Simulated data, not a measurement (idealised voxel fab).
process module | voxel lift off
cross-section cut | 275 nm wide | cells 5 nm
A cross-section is a grid of square cells, given in bands from the top down. A band is one or more rows of cells.
Each band's line starts with the height of the band's top and of its bottom, in nm. Then come its materials from left to right, each with its width in nm. One material with "throughout" fills the band from edge to edge. "air" is empty space.
Height 0 is the level under which the wafer as received is all one material. The lowest band goes on downwards, as in "0 down".
A width such as "30 to 40" changes by the same amount from each row of cells to the next, from the band's top row to its bottom row.
"no change" after a step means that no cell of the cross-section changed.
closed voids: empty space of 8 cells or more with no open way to the top, each as width x height at its distance from the left edge, in nm
after a step's settings: what the simulator itself notes on the step
overlay nm, on a step with a mask: how far to the right of its planned place the mask lay; to the left if negative
plan
1 op RECEIVE | material Si
2 op CONFORMAL_DEP | material Al2O3 | thk nm 15
3 op PATTERN | tone open | mask id LINES | material resist | width nm 30 | pitch nm 45 | thk nm 25 | overlay nm 0
4 op DIRECTIONAL_DEP | material Ru | thk nm 10
5 op STRIP | etch materials resist
6 op CONFORMAL_DEP | material SiN | thk nm 10
first wafer, as planned
as received, after step 1
  0 down: Si throughout
  closed voids: none
after step 2
  15 to 0: Al2O3 throughout
  below 0: unchanged
after step 3
  40 to 15: resist 75 | air 30 | resist 15 | air 30 | resist 15 | air 30 | resist 80
  below 15: unchanged
after step 4
  50 to 40: Ru 75 | air 30 | Ru 15 | air 30 | Ru 15 | air 30 | Ru 80
  40 to 25: resist 75 | air 30 | resist 15 | air 30 | resist 15 | air 30 | resist 80
  25 to 15: resist 75 | Ru 30 | resist 15 | Ru 30 | resist 15 | Ru 30 | resist 80
  below 15: unchanged
after step 5
  25 to 15: air 75 | Ru 30 | air 15 | Ru 30 | air 15 | Ru 30 | air 80
  below 15: unchanged
after step 6
  35 to 25: air 65 | SiN 140 | air 70
  25 to 15: SiN 75 | Ru 30 | SiN 15 | Ru 30 | SiN 15 | Ru 30 | SiN 80
  below 15: unchanged
second wafer: like start, like plan, one mistake. Through step 2 it matches the first wafer
when step 3 should have ended
  40 to 15: resist 80 | air 20 | resist 25 | air 20 | resist 25 | air 20 | resist 85
  below 15: unchanged
when step 4 should have ended
  50 to 40: Ru 80 | air 20 | Ru 25 | air 20 | Ru 25 | air 20 | Ru 85
  40 to 25: resist 80 | air 20 | resist 25 | air 20 | resist 25 | air 20 | resist 85
  25 to 15: resist 80 | Ru 20 | resist 25 | Ru 20 | resist 25 | Ru 20 | resist 85
  below 15: unchanged
when step 5 should have ended
  25 to 15: air 80 | Ru 20 | air 25 | Ru 20 | air 25 | Ru 20 | air 85
  below 15: unchanged
when step 6 should have ended
  35 to 25: air 70 | SiN 40 | air 5 | SiN 40 | air 5 | SiN 40 | air 75
  25 to 15: SiN 80 | Ru 20 | SiN 25 | Ru 20 | SiN 25 | Ru 20 | SiN 85
  below 15: unchanged
what went wrong: step 3 ran as: op PATTERN | tone open | mask id LINES | material resist | width nm 20 | pitch nm 45 | thk nm 25 | overlay nm 0
at the end the second wafer has, in cells: 12 fewer of Ru | 4 more of SiN
